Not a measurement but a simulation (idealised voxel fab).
The name of this process module is voxel wiring stack.
We display cut, a cross-section 235 nm in width whose square cells are each 5 nm.
Bands, listed from the top down, are how a cross-section gets written in this document; the cross-section itself is a grid of square cells, and a band is one or more rows of them. Band entry format. Leading values: height of top, height of bottom, nm. Remainder: materials in left-to-right order, each with its width in nm. Special words: "throughout" on a single material, which then fills the band edge to edge; "empty", empty space. Below 0: as-received wafer, all one material; heights counted from there. Lowest band: no bottom, goes on down, written "top 0, no bottom". So if you see something like "30 to 40" for the width, read it as the top row of the band sitting at the first number and the bottom row at the second, with every row in between moving by the same amount as the last. A step reported as "nothing got changed" is a step in which no cell of the cross-section changed. "Non-vented voids" enumerates empty spaces isolated from the top, with no open way to it, that contain at least 8 cells, giving each as width x height at distance from the left edge, all three in nm. after a step's settings: what the simulator itself notes on the step. The optional step-line setting "overlay nm" applies to steps with a mask and quantifies how far to the right of its planned location the mask lay, a negative value indicating leftward placement.
# List of planned process steps
| 1 | RECEIVE with material Si |
| 2 | CONFORMAL_DEP with material SiO2, thk nm 15 |
| 3 | CONFORMAL_DEP with material SiCN, thk nm 5 |
| 4 | DIRECTIONAL_DEP with material SiO2, thk nm 20 |
| 5 | PATTERN with tone open, mask id METAL_1, material resist, width nm 20, pitch nm 40, thk nm 20, overlay nm 0 |
| 6 | DIRECTIONAL_ETCH with etch materials SiO2, depth nm 20 |
| 7 | DIRECTIONAL_ETCH with etch materials SiCN, depth nm 5 |
| 8 | STRIP with etch materials resist |
| 9 | CONFORMAL_DEP with material TiN, thk nm 5 |
| 10 | FILL_DEP with material Ru, thk nm 10 |
| 11 | CMP with height nm 40 |
| 12 | EPI with material Ru, thk nm 5 |
| 13 | FILL_DEP with material SiCN, thk nm 5 |
| 14 | DIRECTIONAL_DEP with material lowk, thk nm 35 |
| 15 | DIRECTIONAL_DEP with material aC, thk nm 10 |
| 16 | PATTERN with tone open, mask id METAL_2, material resist, width nm 20, pitch nm 40, thk nm 25, overlay nm 0 |
| 17 | DIRECTIONAL_ETCH with etch materials aC, depth nm 10 |
| 18 | STRIP with etch materials resist |
| 19 | DIRECTIONAL_ETCH with etch materials lowk, depth nm 20 |
| 20 | STRIP with etch materials aC |
| 21 | PATTERN with tone open, mask id METAL_2_HOLES, material resist, width nm 15, pitch nm 80, thk nm 20, overlay nm 0 |
| 22 | DIRECTIONAL_ETCH with etch materials lowk, depth nm 15 |
| 23 | DIRECTIONAL_ETCH with etch materials SiCN, depth nm 5 |
| 24 | STRIP with etch materials resist |
| 25 | CONFORMAL_DEP with material TiN, thk nm 5 |
| 26 | FILL_DEP with material Cu, thk nm 5 |
| 27 | CMP with height nm 85 |
| 28 | CONFORMAL_DEP with material SiCN, thk nm 5 |
| 29 | DIRECTIONAL_DEP with material lowk, thk nm 10 |
| 30 | MASKED_ETCH with tone open, mask id PLUG_2, width nm 15, pitch nm 40, etch materials lowk, depth nm 10, overlay nm 0 |
| 31 | MASKED_ETCH with tone open, mask id PLUG_2, width nm 15, pitch nm 40, etch materials SiCN, depth nm 5, overlay nm 0 |
| 32 | CONFORMAL_DEP with material TiN, thk nm 5 |
| 33 | FILL_DEP with material Ru, thk nm 10 |
| 34 | CMP with height nm 100 |
| 35 | DIRECTIONAL_DEP with material TiN, thk nm 5 |
| 36 | DIRECTIONAL_DEP with material Ru, thk nm 15 |
| 37 | MASKED_ETCH with tone cover, mask id METAL_3, width nm 20, pitch nm 40, etch materials Ru, depth nm 15, overlay nm 0 |
| 38 | MASKED_ETCH with tone cover, mask id METAL_3, width nm 20, pitch nm 40, etch materials TiN, depth nm 5, overlay nm 0 |
| 39 | FILL_DEP with material SiO2, thk nm 10 |
| 40 | CMP with height nm 120 |
| 41 | CONFORMAL_DEP with material SiCN, thk nm 5 |
| 42 | DIRECTIONAL_DEP with material lowk, thk nm 10 |
| 43 | DIRECTIONAL_DEP with material aC, thk nm 15 |
| 44 | PATTERN with tone open, mask id PLUG_3, material resist, width nm 15, pitch nm 80, thk nm 35, overlay nm 0 |
| 45 | DIRECTIONAL_ETCH with etch materials aC, depth nm 15 |
| 46 | STRIP with etch materials resist |
| 47 | DIRECTIONAL_ETCH with etch materials lowk, depth nm 10 |
| 48 | DIRECTIONAL_ETCH with etch materials SiCN, depth nm 5 |
| 49 | STRIP with etch materials aC |
| 50 | CONFORMAL_DEP with material TiN, thk nm 5 |
| 51 | FILL_DEP with material Ru, thk nm 10 |
| 52 | CMP with height nm 135 |
| 53 | CONFORMAL_DEP with material SiCN, thk nm 5 |
| 54 | DIRECTIONAL_DEP with material SiO2, thk nm 15 |
| 55 | PATTERN with tone open, mask id METAL_4, material resist, width nm 20, pitch nm 40, thk nm 15, overlay nm 0 |
| 56 | DIRECTIONAL_ETCH with etch materials SiO2, depth nm 15 |
| 57 | DIRECTIONAL_ETCH with etch materials SiCN, depth nm 5 |
| 58 | STRIP with etch materials resist |
| 59 | CONFORMAL_DEP with material TiN, thk nm 5 |
| 60 | FILL_DEP with material Cu, thk nm 5 |
| 61 | CMP with height nm 155 |
| 62 | CONFORMAL_DEP with material SiN, thk nm 5 |
# Cross-section: wafer on arrival = after step 1
- top 0, no bottom  Si throughout
- Non-vented voids: none
# Same starting wafer, same plan as above, one mistake in the execution; this is the cross-section at the end of the module
- top 160, bottom 155  SiN throughout
- top 155, bottom 140  SiO2=45; TiN=5; Cu=10; TiN=5; SiO2=20; TiN=5; Cu=10; TiN=5; SiO2=20; TiN=5; Cu=10; TiN=5; SiO2=20; TiN=5; Cu=10; TiN=5; SiO2=50
- top 140, bottom 135  SiCN=45; TiN=20; SiCN=20; TiN=20; SiCN=20; TiN=20; SiCN=20; TiN=20; SiCN=50
- top 135, bottom 125  Ru=40; TiN=5; lowk=15; TiN=5; Ru=55; TiN=5; lowk=15; TiN=5; Ru=90
- top 125, bottom 120  TiN=45; SiCN=15; TiN=65; SiCN=15; TiN=95
- top 120, bottom 105  SiO2=45; Ru=20; SiO2=20; Ru=20; SiO2=20; Ru=20; SiO2=20; Ru=20; SiO2=50
- top 105, bottom 100  SiO2=45; TiN=20; SiO2=20; TiN=20; SiO2=20; TiN=20; SiO2=20; TiN=20; SiO2=50
- top 100, bottom 90  lowk=45; TiN=5; Ru=5; TiN=5; lowk=25; TiN=5; Ru=5; TiN=5; lowk=25; TiN=5; Ru=5; TiN=5; lowk=25; TiN=5; Ru=5; TiN=5; lowk=55
- top 90, bottom 85  SiCN=45; TiN=15; SiCN=25; TiN=15; SiCN=25; TiN=15; SiCN=25; TiN=15; SiCN=55
- top 85, bottom 70  lowk=45; TiN=5; Cu=10; TiN=5; lowk=20; TiN=5; Cu=10; TiN=5; lowk=20; TiN=5; Cu=10; TiN=5; lowk=20; TiN=5; Cu=10; TiN=5; lowk=50
- top 70, bottom 65  lowk=45; TiN=5; Cu=5; TiN=10; lowk=20; TiN=20; lowk=20; TiN=5; Cu=5; TiN=10; lowk=20; TiN=20; lowk=50
- top 65, bottom 50  lowk=45; TiN=5; Cu=5; TiN=5; lowk=65; TiN=5; Cu=5; TiN=5; lowk=95
- top 50, bottom 45  SiCN=45; TiN=15; SiCN=65; TiN=15; SiCN=95
- top 45, bottom 40  SiCN=40; Ru=30; SiCN=10; Ru=30; SiCN=10; Ru=30; SiCN=10; Ru=30; SiCN=45
- top 40, bottom 20  SiO2=45; TiN=5; Ru=10; TiN=5; SiO2=20; TiN=5; Ru=10; TiN=5; SiO2=20; TiN=5; Ru=10; TiN=5; SiO2=20; TiN=5; Ru=10; TiN=5; SiO2=50
- top 20, bottom 15  SiCN=45; TiN=20; SiCN=20; TiN=20; SiCN=20; TiN=20; SiCN=20; TiN=20; SiCN=50
- top 15, bottom 0  SiO2 throughout
- top 0, no bottom  Si throughout
- Non-vented voids: none
Want to know what went wrong? step 44 ran as: PATTERN with tone cover, mask id PLUG_3, material resist, width nm 15, pitch nm 80, thk nm 35, overlay nm 0
